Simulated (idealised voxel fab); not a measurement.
The document below concerns the process module designated voxel double patterning.
Section cut is 260 nm wide and gridded with 5 nm square cells.
A cross-section is a grid of square cells, given in bands from the top down. A band is one or more rows of cells.
The entry gives the band's vertical extent as a top height and a bottom height in nm, then its horizontal make-up as materials from left to right, each with a width in nm. "air" stands for empty space; a single material marked "everywhere" fills the band edge to edge.
We count height from 0. Below that, the starting wafer is all one material. The lowest band never ends at the bottom but goes on down; see "0 down" for how that is written.
So if you see something like "30->40" for the width, read it as the top row of the band sitting at the first number and the bottom row at the second, with every row in between moving by the same amount as the last.
It should be understood that the words "changes: none", when stated for a given step, signify that the cross-section underwent no change in any of its cells during that step.
The entry "Closed void roster" lists the empty spaces that cover at least 8 cells and have no open path to the top. Each is written as width x height at distance, where the distance is measured from the left edge and all three values are in nm.
The remark found on a step's line after its settings is issued by the simulator itself and pertains to that step.
You can add "overlay nm" to a step's line. For a step with a mask, it describes how far the mask lay to the right of its planned position, and a negative number describes a lay to the left.

Steps planned for the process:
| 1 | op RECEIVE | material Si |
| 2 | op CONFORMAL_DEP | material SiN | thk nm 10 |
| 3 | op DIRECTIONAL_DEP | material SiO2 | thk nm 15 |
| 4 | op DIRECTIONAL_DEP | material SiCN | thk nm 10 |
| 5 | op PATTERN | tone open | mask id FIRST | material resist | width nm 15 | pitch nm 50 | thk nm 15 | overlay nm 0 |
| 6 | op DIRECTIONAL_ETCH | etch materials SiCN | depth nm 10 |
| 7 | op STRIP | etch materials resist |
| 8 | op DIRECTIONAL_DEP | material aC | thk nm 15 |
| 9 | op PATTERN | tone open | mask id SECOND | material resist | width nm 15 | thk nm 35 | overlay nm 0 |
| 10 | op DIRECTIONAL_ETCH | etch materials aC | depth nm 15 |
| 11 | op STRIP | etch materials resist |
| 12 | op DIRECTIONAL_ETCH | etch materials SiCN | depth nm 10 |
| 13 | op STRIP | etch materials aC |
| 14 | op DIRECTIONAL_ETCH | etch materials SiO2 | depth nm 15 |
| 15 | op STRIP | etch materials SiCN |

Cross-section of the wafer upon arrival, representing the state reached after step 1:
* 0 down = Si everywhere
* Closed void roster: none

Cross-section, end of module. Start: as above. Plan: as above. Execution: one mistake:
* 25 to 20 = SiO2=95  air=15  SiO2=10  air=15  SiO2=10  air=15  SiO2=100
* 20 to 10 = SiO2 everywhere
* 10 to 0 = SiN everywhere
* 0 down = Si everywhere
* Closed void roster: none
What went wrong in running the wafer? rather than as planned, step 14 actually ran as op DIRECTIONAL_ETCH | etch materials SiO2 | depth nm 5
